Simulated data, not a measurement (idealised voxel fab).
Process module in this document: voxel self aligned vias
Cross-sectional view cut (width: 280 nm; square cell size: 5 nm).
Cross-section, as written here: a square-cell grid given band by band from the top down, where a band holds one or more rows of cells. What a band's entry tells you: where the top is and where the bottom is, as heights in nm, and after that what lies inside, material by material from left to right, each with its width in nm. Empty space is written as the word "air", and a single material marked with the word "everywhere" occupies the band from edge to edge. We count height from 0. Below that, the starting wafer is all one material. The lowest band never ends at the bottom but goes on down; see "z 0 and below" for how that is written. Think of "30->40" as a width that walks from the first number to the second as you go down the band, top row to bottom row, taking equal-sized steps from row to row. The designation "nothing altered", where it is given for a processing step, indicates that no cell of the cross-section was altered in the course of that step. "Completely sealed voids" contains a list of empty spaces, each no smaller than 8 cells and without an open way to the top, written in the form width x height at distance with the distance from the left edge and all three in nm. The remark found on a step's line after its settings is issued by the simulator itself and pertains to that step. On any step carrying a mask, the "overlay nm" setting, if present on the step's line, tells how far right of its planned place the mask lay; negative values point to the left. Note: before/after cross-section pairs follow, one process step per pair, after-side truncated at the lowest changed band, step and settings given beneath. Different runs of this module on the same starting wafer may supply the pairs; a pair continues the one above only where the "Before this step" entry says so.

BEFORE THIS STEP
> z 0 and below  Si everywhere
> Completely sealed voids: none

RESULTING CROSS-SECTION
> z 15 to 0  SiO2 everywhere
> Unchanged below 0.
> Completely sealed voids: none
Step lying between the two cross-sections just above: CONFORMAL_DEP (material SiO2; thk nm 15)

Before this step: the cross-section after the pair above

RESULTING CROSS-SECTION
> z 20 to 15  SiCN everywhere
> Unchanged below 15.
> Completely sealed voids: none
Step lying between the two cross-sections just above: CONFORMAL_DEP (material SiCN; thk nm 5)

Before this step: the cross-section after the pair above

RESULTING CROSS-SECTION
> z 50 to 20  SiO2 everywhere
> Unchanged below 20.
> Completely sealed voids: none
Step lying between the two cross-sections just above: DIRECTIONAL_DEP (material SiO2; thk nm 30)

Before this step: the cross-section after the pair above

RESULTING CROSS-SECTION
> z 50 to 20  60 of SiO2 | 30 of air | 35 of SiO2 | 30 of air | 35 of SiO2 | 30 of air | 60 of SiO2
> Unchanged below 20.
> Completely sealed voids: none
Step lying between the two cross-sections just above: MASKED_ETCH (tone open; mask id LINES; width nm 30; pitch nm 65; etch materials SiO2; depth nm 30; overlay nm 0)

Before this step: the cross-section after the pair above

RESULTING CROSS-SECTION
> z 55 to 50  65 of TiN | 20 of air | 45 of TiN | 20 of air | 45 of TiN | 20 of air | 65 of TiN
> z 50 to 25  60 of SiO2 | 5 of TiN | 20 of air | 5 of TiN | 35 of SiO2 | 5 of TiN | 20 of air | 5 of TiN | 35 of SiO2 | 5 of TiN | 20 of air | 5 of TiN | 60 of SiO2
> z 25 to 20  60 of SiO2 | 30 of TiN | 35 of SiO2 | 30 of TiN | 35 of SiO2 | 30 of TiN | 60 of SiO2
> Unchanged below 20.
> Completely sealed voids: none
Step lying between the two cross-sections just above: CONFORMAL_DEP (material TiN; thk nm 5)

Before this step: the cross-section after the pair above

RESULTING CROSS-SECTION
> z 60 to 55  Ru everywhere
> z 55 to 50  65 of TiN | 20 of Ru | 45 of TiN | 20 of Ru | 45 of TiN | 20 of Ru | 65 of TiN
> z 50 to 25  60 of SiO2 | 5 of TiN | 20 of Ru | 5 of TiN | 35 of SiO2 | 5 of TiN | 20 of Ru | 5 of TiN | 35 of SiO2 | 5 of TiN | 20 of Ru | 5 of TiN | 60 of SiO2
> Unchanged below 25.
> Completely sealed voids: none
Step lying between the two cross-sections just above: FILL_DEP (material Ru; thk nm 5)

Before this step: the cross-section after the pair above

RESULTING CROSS-SECTION
> z 50 to 25  60 of SiO2 | 5 of TiN | 20 of Ru | 5 of TiN | 35 of SiO2 | 5 of TiN | 20 of Ru | 5 of TiN | 35 of SiO2 | 5 of TiN | 20 of Ru | 5 of TiN | 60 of SiO2
> Unchanged below 25.
> Completely sealed voids: none
Step lying between the two cross-sections just above: CMP (height nm 50)

Before this step: the cross-section after the pair above

RESULTING CROSS-SECTION
> z 50 to 45  60 of SiO2 | 30 of air | 35 of SiO2 | 30 of air | 35 of SiO2 | 30 of air | 60 of SiO2
> Unchanged below 45.
> Completely sealed voids: none
Step lying between the two cross-sections just above: SELECTIVE_ETCH (etch materials W Ru TiN; depth nm 5)

Before this step: the cross-section after the pair above

RESULTING CROSS-SECTION
> z 55 to 50  SiN everywhere
> z 50 to 45  60 of SiO2 | 30 of SiN | 35 of SiO2 | 30 of SiN | 35 of SiO2 | 30 of SiN | 60 of SiO2
> Unchanged below 45.
> Completely sealed voids: none
Step lying between the two cross-sections just above: FILL_DEP (material SiN; thk nm 5)

Before this step: the cross-section after the pair above

RESULTING CROSS-SECTION
> z 50 to 45  60 of SiO2 | 30 of SiN | 35 of SiO2 | 30 of SiN | 35 of SiO2 | 30 of SiN | 60 of SiO2
> Unchanged below 45.
> Completely sealed voids: none
Step lying between the two cross-sections just above: CMP (height nm 50)

Before this step: the cross-section after the pair above

RESULTING CROSS-SECTION
> z 65 to 50  SiO2 everywhere
> Unchanged below 50.
> Completely sealed voids: none
Step lying between the two cross-sections just above: DIRECTIONAL_DEP (material SiO2; thk nm 15)

Before this step: the cross-section after the pair above

RESULTING CROSS-SECTION
> z 65 to 50  55 of SiO2 | 40 of air | 90 of SiO2 | 40 of air | 55 of SiO2
> Unchanged below 50.
> Completely sealed voids: none
Step lying between the two cross-sections just above: MASKED_ETCH (tone open; mask id VIAS; width nm 40; pitch nm 130; etch materials SiO2; depth nm 15; overlay nm 0)

Before this step: the cross-section after the pair above

RESULTING CROSS-SECTION
> z 65 to 50  55 of SiO2 | 40 of air | 90 of SiO2 | 40 of air | 55 of SiO2
> z 50 to 45  60 of SiO2 | 30 of air | 35 of SiO2 | 30 of SiN | 35 of SiO2 | 30 of air | 60 of SiO2
> Unchanged below 45.
> Completely sealed voids: none
Step lying between the two cross-sections just above: MASKED_ETCH (tone open; mask id VIAS; width nm 40; pitch nm 130; etch materials SiN; depth nm 5; overlay nm 0)

Before this step: the cross-section after the pair above

RESULTING CROSS-SECTION
> z 70 to 65  60 of TiN | 30 of air | 100 of TiN | 30 of air | 60 of TiN
> z 65 to 55  55 of SiO2 | 5 of TiN | 30 of air | 5 of TiN | 90 of SiO2 | 5 of TiN | 30 of air | 5 of TiN | 55 of SiO2
> z 55 to 50  55 of SiO2 | 10 of TiN | 20 of air | 10 of TiN | 90 of SiO2 | 10 of TiN | 20 of air | 10 of TiN | 55 of SiO2
> z 50 to 45  60 of SiO2 | 30 of TiN | 35 of SiO2 | 30 of SiN | 35 of SiO2 | 30 of TiN | 60 of SiO2
> Unchanged below 45.
> Completely sealed voids: none
Step lying between the two cross-sections just above: CONFORMAL_DEP (material TiN; thk nm 5)

Before this step: the cross-section after the pair above

RESULTING CROSS-SECTION
> z 75 to 70  Ru everywhere
> z 70 to 65  60 of TiN | 30 of Ru | 100 of TiN | 30 of Ru | 60 of TiN
> z 65 to 55  55 of SiO2 | 5 of TiN | 30 of Ru | 5 of TiN | 90 of SiO2 | 5 of TiN | 30 of Ru | 5 of TiN | 55 of SiO2
> z 55 to 50  55 of SiO2 | 10 of TiN | 20 of Ru | 10 of TiN | 90 of SiO2 | 10 of TiN | 20 of Ru | 10 of TiN | 55 of SiO2
> Unchanged below 50.
> Completely sealed voids: none
Step lying between the two cross-sections just above: FILL_DEP (material Ru; thk nm 5)

Before this step: the cross-section after the pair above

RESULTING CROSS-SECTION
> z 65 to 55  55 of SiO2 | 5 of TiN | 30 of Ru | 5 of TiN | 90 of SiO2 | 5 of TiN | 30 of Ru | 5 of TiN | 55 of SiO2
> Unchanged below 55.
> Completely sealed voids: none
Step lying between the two cross-sections just above: CMP (height nm 65)

Before this step: the cross-section after the pair above

RESULTING CROSS-SECTION
> z 70 to 65  SiN everywhere
> Unchanged below 65.
> Completely sealed voids: none
Step lying between the two cross-sections just above: CONFORMAL_DEP (material SiN; thk nm 5)

BEFORE THIS STEP
> z 15 to 0  SiO2 everywhere
> z 0 and below  Si everywhere
> Completely sealed voids: none

RESULTING CROSS-SECTION
> z 45 to 0  SiO2 everywhere
> Unchanged below 0.
> Completely sealed voids: none
Step lying between the two cross-sections just above: DIRECTIONAL_DEP (material SiO2; thk nm 30)

Before this step: the cross-section after the pair above

RESULTING CROSS-SECTION
> z 45 to 15  60 of SiO2 | 30 of air | 35 of SiO2 | 30 of air | 35 of SiO2 | 30 of air | 60 of SiO2
> Unchanged below 15.
> Completely sealed voids: none
Step lying between the two cross-sections just above: MASKED_ETCH (tone open; mask id LINES; width nm 30; pitch nm 65; etch materials SiO2; depth nm 30; overlay nm 0)

Before this step: the cross-section after the pair above

RESULTING CROSS-SECTION
> z 50 to 45  65 of TiN | 20 of air | 45 of TiN | 20 of air | 45 of TiN | 20 of air | 65 of TiN
> z 45 to 20  60 of SiO2 | 5 of TiN | 20 of air | 5 of TiN | 35 of SiO2 | 5 of TiN | 20 of air | 5 of TiN | 35 of SiO2 | 5 of TiN | 20 of air | 5 of TiN | 60 of SiO2
> z 20 to 15  60 of SiO2 | 30 of TiN | 35 of SiO2 | 30 of TiN | 35 of SiO2 | 30 of TiN | 60 of SiO2
> Unchanged below 15.
> Completely sealed voids: none
Step lying between the two cross-sections just above: CONFORMAL_DEP (material TiN; thk nm 5)

Before this step: the cross-section after the pair above

RESULTING CROSS-SECTION
> z 55 to 50  Ru everywhere
> z 50 to 45  65 of TiN | 20 of Ru | 45 of TiN | 20 of Ru | 45 of TiN | 20 of Ru | 65 of TiN
> z 45 to 20  60 of SiO2 | 5 of TiN | 20 of Ru | 5 of TiN | 35 of SiO2 | 5 of TiN | 20 of Ru | 5 of TiN | 35 of SiO2 | 5 of TiN | 20 of Ru | 5 of TiN | 60 of SiO2
> Unchanged below 20.
> Completely sealed voids: none
Step lying between the two cross-sections just above: FILL_DEP (material Ru; thk nm 5)

Before this step: the cross-section after the pair above

RESULTING CROSS-SECTION
> z 50 to 45  65 of TiN | 20 of Ru | 45 of TiN | 20 of Ru | 45 of TiN | 20 of Ru | 65 of TiN
> Unchanged below 45.
> Completely sealed voids: none
Step lying between the two cross-sections just above: CMP (height nm 50)

Before this step: the cross-section after the pair above

RESULTING CROSS-SECTION
> z 45 to 20  60 of SiO2 | 5 of TiN | 20 of Ru | 5 of TiN | 35 of SiO2 | 5 of TiN | 20 of Ru | 5 of TiN | 35 of SiO2 | 5 of TiN | 20 of Ru | 5 of TiN | 60 of SiO2
> Unchanged below 20.
> Completely sealed voids: none
Step lying between the two cross-sections just above: SELECTIVE_ETCH (etch materials W Ru TiN; depth nm 5)

Before this step: the cross-section after the pair above

RESULTING CROSS-SECTION
> z 50 to 45  SiN everywhere
> Unchanged below 45.
> Completely sealed voids: none
Step lying between the two cross-sections just above: FILL_DEP (material SiN; thk nm 5)

Before this step: the cross-section after the pair above

RESULTING CROSS-SECTION
> z 65 to 50  SiO2 everywhere
> Unchanged below 50.
> Completely sealed voids: none
Step lying between the two cross-sections just above: DIRECTIONAL_DEP (material SiO2; thk nm 15)

Before this step: the cross-section after the pair above

RESULTING CROSS-SECTION
> z 65 to 50  55 of SiO2 | 40 of air | 90 of SiO2 | 40 of air | 55 of SiO2
> Unchanged below 50.
> Completely sealed voids: none
Step lying between the two cross-sections just above: MASKED_ETCH (tone open; mask id VIAS; width nm 40; pitch nm 130; etch materials SiO2; depth nm 15; overlay nm 0)

Before this step: the cross-section after the pair above

RESULTING CROSS-SECTION
> z 65 to 50  55 of SiO2 | 40 of air | 90 of SiO2 | 40 of air | 55 of SiO2
> z 50 to 45  55 of SiN | 40 of air | 90 of SiN | 40 of air | 55 of SiN
> Unchanged below 45.
> Completely sealed voids: none
Step lying between the two cross-sections just above: MASKED_ETCH (tone open; mask id VIAS; width nm 40; pitch nm 130; etch materials SiN; depth nm 5; overlay nm 0)

Before this step: the cross-section after the pair above

RESULTING CROSS-SECTION
> z 70 to 65  60 of TiN | 30 of air | 100 of TiN | 30 of air | 60 of TiN
> z 65 to 50  55 of SiO2 | 5 of TiN | 30 of air | 5 of TiN | 90 of SiO2 | 5 of TiN | 30 of air | 5 of TiN | 55 of SiO2
> z 50 to 45  55 of SiN | 40 of TiN | 90 of SiN | 40 of TiN | 55 of SiN
> Unchanged below 45.
> Completely sealed voids: none
Step lying between the two cross-sections just above: CONFORMAL_DEP (material TiN; thk nm 5)

Before this step: the cross-section after the pair above

RESULTING CROSS-SECTION
> z 75 to 70  Ru everywhere
> z 70 to 65  60 of TiN | 30 of Ru | 100 of TiN | 30 of Ru | 60 of TiN
> z 65 to 50  55 of SiO2 | 5 of TiN | 30 of Ru | 5 of TiN | 90 of SiO2 | 5 of TiN | 30 of Ru | 5 of TiN | 55 of SiO2
> Unchanged below 50.
> Completely sealed voids: none
Step lying between the two cross-sections just above: FILL_DEP (material Ru; thk nm 5)

Before this step: the cross-section after the pair above

RESULTING CROSS-SECTION
> z 65 to 50  55 of SiO2 | 5 of TiN | 30 of Ru | 5 of TiN | 90 of SiO2 | 5 of TiN | 30 of Ru | 5 of TiN | 55 of SiO2
> Unchanged below 50.
> Completely sealed voids: none
Step lying between the two cross-sections just above: CMP (height nm 65)

Before this step: the cross-section after the pair above

RESULTING CROSS-SECTION
> z 70 to 65  SiN everywhere
> Unchanged below 65.
> Completely sealed voids: none
Step lying between the two cross-sections just above: CONFORMAL_DEP (material SiN; thk nm 5)

BEFORE THIS STEP
> z 15 to 0  SiO2 everywhere
> z 0 and below  Si everywhere
> Completely sealed voids: none

RESULTING CROSS-SECTION
> z 30 to 0  SiO2 everywhere
> Unchanged below 0.
> Completely sealed voids: none
Step lying between the two cross-sections just above: CONFORMAL_DEP (material SiO2; thk nm 15)

Before this step: the cross-section after the pair above

RESULTING CROSS-SECTION
> z 35 to 30  SiCN everywhere
> Unchanged below 30.
> Completely sealed voids: none
Step lying between the two cross-sections just above: CONFORMAL_DEP (material SiCN; thk nm 5)

Before this step: the cross-section after the pair above

RESULTING CROSS-SECTION
> z 65 to 35  SiO2 everywhere
> Unchanged below 35.
> Completely sealed voids: none
Step lying between the two cross-sections just above: DIRECTIONAL_DEP (material SiO2; thk nm 30)

Before this step: the cross-section after the pair above

RESULTING CROSS-SECTION
> z 65 to 35  60 of SiO2 | 30 of air | 35 of SiO2 | 30 of air | 35 of SiO2 | 30 of air | 60 of SiO2
> Unchanged below 35.
> Completely sealed voids: none
Step lying between the two cross-sections just above: MASKED_ETCH (tone open; mask id LINES; width nm 30; pitch nm 65; etch materials SiO2; depth nm 30; overlay nm 0)

Before this step: the cross-section after the pair above

RESULTING CROSS-SECTION
> z 70 to 65  65 of TiN | 20 of air | 45 of TiN | 20 of air | 45 of TiN | 20 of air | 65 of TiN
> z 65 to 40  60 of SiO2 | 5 of TiN | 20 of air | 5 of TiN | 35 of SiO2 | 5 of TiN | 20 of air | 5 of TiN | 35 of SiO2 | 5 of TiN | 20 of air | 5 of TiN | 60 of SiO2
> z 40 to 35  60 of SiO2 | 30 of TiN | 35 of SiO2 | 30 of TiN | 35 of SiO2 | 30 of TiN | 60 of SiO2
> Unchanged below 35.
> Completely sealed voids: none
Step lying between the two cross-sections just above: CONFORMAL_DEP (material TiN; thk nm 5)

Before this step: the cross-section after the pair above

RESULTING CROSS-SECTION
> z 75 to 70  Ru everywhere
> z 70 to 65  65 of TiN | 20 of Ru | 45 of TiN | 20 of Ru | 45 of TiN | 20 of Ru | 65 of TiN
> z 65 to 40  60 of SiO2 | 5 of TiN | 20 of Ru | 5 of TiN | 35 of SiO2 | 5 of TiN | 20 of Ru | 5 of TiN | 35 of SiO2 | 5 of TiN | 20 of Ru | 5 of TiN | 60 of SiO2
> Unchanged below 40.
> Completely sealed voids: none
Step lying between the two cross-sections just above: FILL_DEP (material Ru; thk nm 5)

Before this step: the cross-section after the pair above

RESULTING CROSS-SECTION
> z 50 to 40  60 of SiO2 | 5 of TiN | 20 of Ru | 5 of TiN | 35 of SiO2 | 5 of TiN | 20 of Ru | 5 of TiN | 35 of SiO2 | 5 of TiN | 20 of Ru | 5 of TiN | 60 of SiO2
> Unchanged below 40.
> Completely sealed voids: none
Step lying between the two cross-sections just above: CMP (height nm 50)

Before this step: the cross-section after the pair above

RESULTING CROSS-SECTION
> z 50 to 45  60 of SiO2 | 30 of air | 35 of SiO2 | 30 of air | 35 of SiO2 | 30 of air | 60 of SiO2
> Unchanged below 45.
> Completely sealed voids: none
Step lying between the two cross-sections just above: SELECTIVE_ETCH (etch materials W Ru TiN; depth nm 5)

Before this step: the cross-section after the pair above

RESULTING CROSS-SECTION
> z 55 to 50  SiN everywhere
> z 50 to 45  60 of SiO2 | 30 of SiN | 35 of SiO2 | 30 of SiN | 35 of SiO2 | 30 of SiN | 60 of SiO2
> Unchanged below 45.
> Completely sealed voids: none
Step lying between the two cross-sections just above: FILL_DEP (material SiN; thk nm 5)

Before this step: the cross-section after the pair above

RESULTING CROSS-SECTION
> z 50 to 45  60 of SiO2 | 30 of SiN | 35 of SiO2 | 30 of SiN | 35 of SiO2 | 30 of SiN | 60 of SiO2
> Unchanged below 45.
> Completely sealed voids: none
Step lying between the two cross-sections just above: CMP (height nm 50)

Before this step: the cross-section after the pair above

RESULTING CROSS-SECTION
> z 65 to 50  SiO2 everywhere
> Unchanged below 50.
> Completely sealed voids: none
Step lying between the two cross-sections just above: DIRECTIONAL_DEP (material SiO2; thk nm 15)

Before this step: the cross-section after the pair above

RESULTING CROSS-SECTION
> z 65 to 50  55 of SiO2 | 40 of air | 90 of SiO2 | 40 of air | 55 of SiO2
> Unchanged below 50.
> Completely sealed voids: none
Step lying between the two cross-sections just above: MASKED_ETCH (tone open; mask id VIAS; width nm 40; pitch nm 130; etch materials SiO2; depth nm 15; overlay nm 0)

Before this step: the cross-section after the pair above

RESULTING CROSS-SECTION
> z 65 to 50  55 of SiO2 | 40 of air | 90 of SiO2 | 40 of air | 55 of SiO2
> z 50 to 45  60 of SiO2 | 30 of air | 35 of SiO2 | 30 of SiN | 35 of SiO2 | 30 of air | 60 of SiO2
> Unchanged below 45.
> Completely sealed voids: none
Step lying between the two cross-sections just above: MASKED_ETCH (tone open; mask id VIAS; width nm 40; pitch nm 130; etch materials SiN; depth nm 5; overlay nm 0)

Before this step: the cross-section after the pair above

RESULTING CROSS-SECTION
> z 70 to 65  60 of TiN | 30 of air | 100 of TiN | 30 of air | 60 of TiN
> z 65 to 55  55 of SiO2 | 5 of TiN | 30 of air | 5 of TiN | 90 of SiO2 | 5 of TiN | 30 of air | 5 of TiN | 55 of SiO2
> z 55 to 50  55 of SiO2 | 10 of TiN | 20 of air | 10 of TiN | 90 of SiO2 | 10 of TiN | 20 of air | 10 of TiN | 55 of SiO2
> z 50 to 45  60 of SiO2 | 30 of TiN | 35 of SiO2 | 30 of SiN | 35 of SiO2 | 30 of TiN | 60 of SiO2
> Unchanged below 45.
> Completely sealed voids: none
Step lying between the two cross-sections just above: CONFORMAL_DEP (material TiN; thk nm 5)

Before this step: the cross-section after the pair above

RESULTING CROSS-SECTION
> z 75 to 70  Ru everywhere
> z 70 to 65  60 of TiN | 30 of Ru | 100 of TiN | 30 of Ru | 60 of TiN
> z 65 to 55  55 of SiO2 | 5 of TiN | 30 of Ru | 5 of TiN | 90 of SiO2 | 5 of TiN | 30 of Ru | 5 of TiN | 55 of SiO2
> z 55 to 50  55 of SiO2 | 10 of TiN | 20 of Ru | 10 of TiN | 90 of SiO2 | 10 of TiN | 20 of Ru | 10 of TiN | 55 of SiO2
> Unchanged below 50.
> Completely sealed voids: none
Step lying between the two cross-sections just above: FILL_DEP (material Ru; thk nm 5)

Before this step: the cross-section after the pair above

RESULTING CROSS-SECTION
> z 65 to 55  55 of SiO2 | 5 of TiN | 30 of Ru | 5 of TiN | 90 of SiO2 | 5 of TiN | 30 of Ru | 5 of TiN | 55 of SiO2
> Unchanged below 55.
> Completely sealed voids: none
Step lying between the two cross-sections just above: CMP (height nm 65)

Before this step: the cross-section after the pair above

RESULTING CROSS-SECTION
> z 70 to 65  SiN everywhere
> Unchanged below 65.
> Completely sealed voids: none
Step lying between the two cross-sections just above: CONFORMAL_DEP (material SiN; thk nm 5)

BEFORE THIS STEP
> z 50 to 45  60 of SiO2 | 30 of SiN | 35 of SiO2 | 30 of SiN | 35 of SiO2 | 30 of SiN | 60 of SiO2
> z 45 to 25  60 of SiO2 | 5 of TiN | 20 of Ru | 5 of TiN | 35 of SiO2 | 5 of TiN | 20 of Ru | 5 of TiN | 35 of SiO2 | 5 of TiN | 20 of Ru | 5 of TiN | 60 of SiO2
> z 25 to 20  60 of SiO2 | 30 of TiN | 35 of SiO2 | 30 of TiN | 35 of SiO2 | 30 of TiN | 60 of SiO2
> z 20 to 15  SiCN everywhere
> z 15 to 0  SiO2 everywhere
> z 0 and below  Si everywhere
> Completely sealed voids: none

RESULTING CROSS-SECTION
> z 50 to 45  55 of SiO2 | 5 of air | 30 of SiN | 5 of air | 30 of SiO2 | 30 of SiN | 30 of SiO2 | 5 of air | 30 of SiN | 5 of air | 55 of SiO2
> z 45 to 35  55 of SiO2 | 5 of air | 5 of TiN | 20 of Ru | 5 of TiN | 5 of air | 30 of SiO2 | 5 of TiN | 20 of Ru | 5 of TiN | 30 of SiO2 | 5 of air | 5 of TiN | 20 of Ru | 5 of TiN | 5 of air | 55 of SiO2
> Unchanged below 35.
> Completely sealed voids: none
Step lying between the two cross-sections just above: MASKED_ETCH (tone open; mask id VIAS; width nm 40; pitch nm 130; etch materials SiO2; depth nm 15; overlay nm 0)

Before this step: the cross-section after the pair above

RESULTING CROSS-SECTION
> z 65 to 50  55 of SiO2 | 5 of air | 30 of SiO2 | 5 of air | 90 of SiO2 | 5 of air | 30 of SiO2 | 5 of air | 55 of SiO2
> z 50 to 45  60 of SiO2 | 30 of SiN | 35 of SiO2 | 30 of SiN | 35 of SiO2 | 30 of SiN | 60 of SiO2
> z 45 to 25  60 of SiO2 | 5 of TiN | 20 of Ru | 5 of TiN | 35 of SiO2 | 5 of TiN | 20 of Ru | 5 of TiN | 35 of SiO2 | 5 of TiN | 20 of Ru | 5 of TiN | 60 of SiO2
> Unchanged below 25.
> Completely sealed voids: none
Step lying between the two cross-sections just above: DIRECTIONAL_DEP (material SiO2; thk nm 15)

Before this step: the cross-section after the pair above

RESULTING CROSS-SECTION
> z 70 to 65  TiN everywhere
> z 65 to 50  55 of SiO2 | 5 of TiN | 30 of SiO2 | 5 of TiN | 90 of SiO2 | 5 of TiN | 30 of SiO2 | 5 of TiN | 55 of SiO2
> Unchanged below 50.
> Completely sealed voids: none
Step lying between the two cross-sections just above: CONFORMAL_DEP (material TiN; thk nm 5)

Before this step: the cross-section after the pair above

RESULTING CROSS-SECTION
> z 75 to 70  Ru everywhere
> Unchanged below 70.
> Completely sealed voids: none
Step lying between the two cross-sections just above: FILL_DEP (material Ru; thk nm 5)

Before this step: the cross-section after the pair above

RESULTING CROSS-SECTION
> z 65 to 50  55 of SiO2 | 5 of TiN | 30 of SiO2 | 5 of TiN | 90 of SiO2 | 5 of TiN | 30 of SiO2 | 5 of TiN | 55 of SiO2
> Unchanged below 50.
> Completely sealed voids: none
Step lying between the two cross-sections just above: CMP (height nm 65)

Before this step: the cross-section after the pair above

RESULTING CROSS-SECTION
> z 70 to 65  SiN everywhere
> Unchanged below 65.
> Completely sealed voids: none
Step lying between the two cross-sections just above: CONFORMAL_DEP (material SiN; thk nm 5)

BEFORE THIS STEP
> z 55 to 50  SiN everywhere
> z 50 to 45  60 of SiO2 | 30 of SiN | 35 of SiO2 | 30 of SiN | 35 of SiO2 | 30 of SiN | 60 of SiO2
> z 45 to 25  60 of SiO2 | 5 of TiN | 20 of Ru | 5 of TiN | 35 of SiO2 | 5 of TiN | 20 of Ru | 5 of TiN | 35 of SiO2 | 5 of TiN | 20 of Ru | 5 of TiN | 60 of SiO2
> z 25 to 20  60 of SiO2 | 30 of TiN | 35 of SiO2 | 30 of TiN | 35 of SiO2 | 30 of TiN | 60 of SiO2
> z 20 to 15  SiCN everywhere
> z 15 to 0  SiO2 everywhere
> z 0 and below  Si everywhere
> Completely sealed voids: none

RESULTING CROSS-SECTION
> z 45 to 25  60 of SiO2 | 5 of TiN | 20 of Ru | 5 of TiN | 35 of SiO2 | 5 of TiN | 20 of Ru | 5 of TiN | 35 of SiO2 | 5 of TiN | 20 of Ru | 5 of TiN | 60 of SiO2
> Unchanged below 25.
> Completely sealed voids: none
Step lying between the two cross-sections just above: CMP (height nm 45)

Before this step: the cross-section after the pair above

RESULTING CROSS-SECTION
> z 60 to 45  SiO2 everywhere
> Unchanged below 45.
> Completely sealed voids: none
Step lying between the two cross-sections just above: DIRECTIONAL_DEP (material SiO2; thk nm 15)

Before this step: the cross-section after the pair above

RESULTING CROSS-SECTION
> z 60 to 45  55 of SiO2 | 40 of air | 90 of SiO2 | 40 of air | 55 of SiO2
> Unchanged below 45.
> Completely sealed voids: none
Step lying between the two cross-sections just above: MASKED_ETCH (tone open; mask id VIAS; width nm 40; pitch nm 130; etch materials SiO2; depth nm 15; overlay nm 0)

Before this step: the cross-section after the pair above

RESULTING CROSS-SECTION
> z 65 to 60  60 of TiN | 30 of air | 100 of TiN | 30 of air | 60 of TiN
> z 60 to 50  55 of SiO2 | 5 of TiN | 30 of air | 5 of TiN | 90 of SiO2 | 5 of TiN | 30 of air | 5 of TiN | 55 of SiO2
> z 50 to 45  55 of SiO2 | 40 of TiN | 90 of SiO2 | 40 of TiN | 55 of SiO2
> Unchanged below 45.
> Completely sealed voids: none
Step lying between the two cross-sections just above: CONFORMAL_DEP (material TiN; thk nm 5)

Before this step: the cross-section after the pair above

RESULTING CROSS-SECTION
> z 70 to 65  Ru everywhere
> z 65 to 60  60 of TiN | 30 of Ru | 100 of TiN | 30 of Ru | 60 of TiN
> z 60 to 50  55 of SiO2 | 5 of TiN | 30 of Ru | 5 of TiN | 90 of SiO2 | 5 of TiN | 30 of Ru | 5 of TiN | 55 of SiO2
> Unchanged below 50.
> Completely sealed voids: none
Step lying between the two cross-sections just above: FILL_DEP (material Ru; thk nm 5)

Before this step: the cross-section after the pair above

RESULTING CROSS-SECTION
> z 65 to 60  60 of TiN | 30 of Ru | 100 of TiN | 30 of Ru | 60 of TiN
> Unchanged below 60.
> Completely sealed voids: none
Step lying between the two cross-sections just above: CMP (height nm 65)

Before this step: the cross-section after the pair above

RESULTING CROSS-SECTION
> z 70 to 65  SiN everywhere
> Unchanged below 65.
> Completely sealed voids: none
Step lying between the two cross-sections just above: CONFORMAL_DEP (material SiN; thk nm 5)

BEFORE THIS STEP
> z 65 to 50  SiO2 everywhere
> z 50 to 45  60 of SiO2 | 30 of SiN | 35 of SiO2 | 30 of SiN | 35 of SiO2 | 30 of SiN | 60 of SiO2
> z 45 to 25  60 of SiO2 | 5 of TiN | 20 of Ru | 5 of TiN | 35 of SiO2 | 5 of TiN | 20 of Ru | 5 of TiN | 35 of SiO2 | 5 of TiN | 20 of Ru | 5 of TiN | 60 of SiO2
> z 25 to 20  60 of SiO2 | 30 of TiN | 35 of SiO2 | 30 of TiN | 35 of SiO2 | 30 of TiN | 60 of SiO2
> z 20 to 15  SiCN everywhere
> z 15 to 0  SiO2 everywhere
> z 0 and below  Si everywhere
> Completely sealed voids: none

RESULTING CROSS-SECTION
> z 65 to 50  60 of SiO2 | 30 of air | 100 of SiO2 | 30 of air | 60 of SiO2
> Unchanged below 50.
> Completely sealed voids: none
Step lying between the two cross-sections just above: MASKED_ETCH (tone open; mask id VIAS; width nm 30; pitch nm 130; etch materials SiO2; depth nm 15; overlay nm 0)

Before this step: the cross-section after the pair above

RESULTING CROSS-SECTION
> z 65 to 50  60 of SiO2 | 30 of air | 100 of SiO2 | 30 of air | 60 of SiO2
> z 50 to 45  60 of SiO2 | 30 of air | 35 of SiO2 | 30 of SiN | 35 of SiO2 | 30 of air | 60 of SiO2
> Unchanged below 45.
> Completely sealed voids: none
Step lying between the two cross-sections just above: MASKED_ETCH (tone open; mask id VIAS; width nm 40; pitch nm 130; etch materials SiN; depth nm 5; overlay nm 0)

Before this step: the cross-section after the pair above

RESULTING CROSS-SECTION
> z 70 to 65  65 of TiN | 20 of air | 110 of TiN | 20 of air | 65 of TiN
> z 65 to 50  60 of SiO2 | 5 of TiN | 20 of air | 5 of TiN | 100 of SiO2 | 5 of TiN | 20 of air | 5 of TiN | 60 of SiO2
> z 50 to 45  60 of SiO2 | 30 of TiN | 35 of SiO2 | 30 of SiN | 35 of SiO2 | 30 of TiN | 60 of SiO2
> Unchanged below 45.
> Completely sealed voids: none
Step lying between the two cross-sections just above: CONFORMAL_DEP (material TiN; thk nm 5)

Before this step: the cross-section after the pair above

RESULTING CROSS-SECTION
> z 75 to 70  Ru everywhere
> z 70 to 65  65 of TiN | 20 of Ru | 110 of TiN | 20 of Ru | 65 of TiN
> z 65 to 50  60 of SiO2 | 5 of TiN | 20 of Ru | 5 of TiN | 100 of SiO2 | 5 of TiN | 20 of Ru | 5 of TiN | 60 of SiO2
> Unchanged below 50.
> Completely sealed voids: none
Step lying between the two cross-sections just above: FILL_DEP (material Ru; thk nm 5)

Before this step: the cross-section after the pair above

RESULTING CROSS-SECTION
> z 65 to 50  60 of SiO2 | 5 of TiN | 20 of Ru | 5 of TiN | 100 of SiO2 | 5 of TiN | 20 of Ru | 5 of TiN | 60 of SiO2
> Unchanged below 50.
> Completely sealed voids: none
Step lying between the two cross-sections just above: CMP (height nm 65)

Before this step: the cross-section after the pair above

RESULTING CROSS-SECTION
> z 70 to 65  SiN everywhere
> Unchanged below 65.
> Completely sealed voids: none
Step lying between the two cross-sections just above: CONFORMAL_DEP (material SiN; thk nm 5)
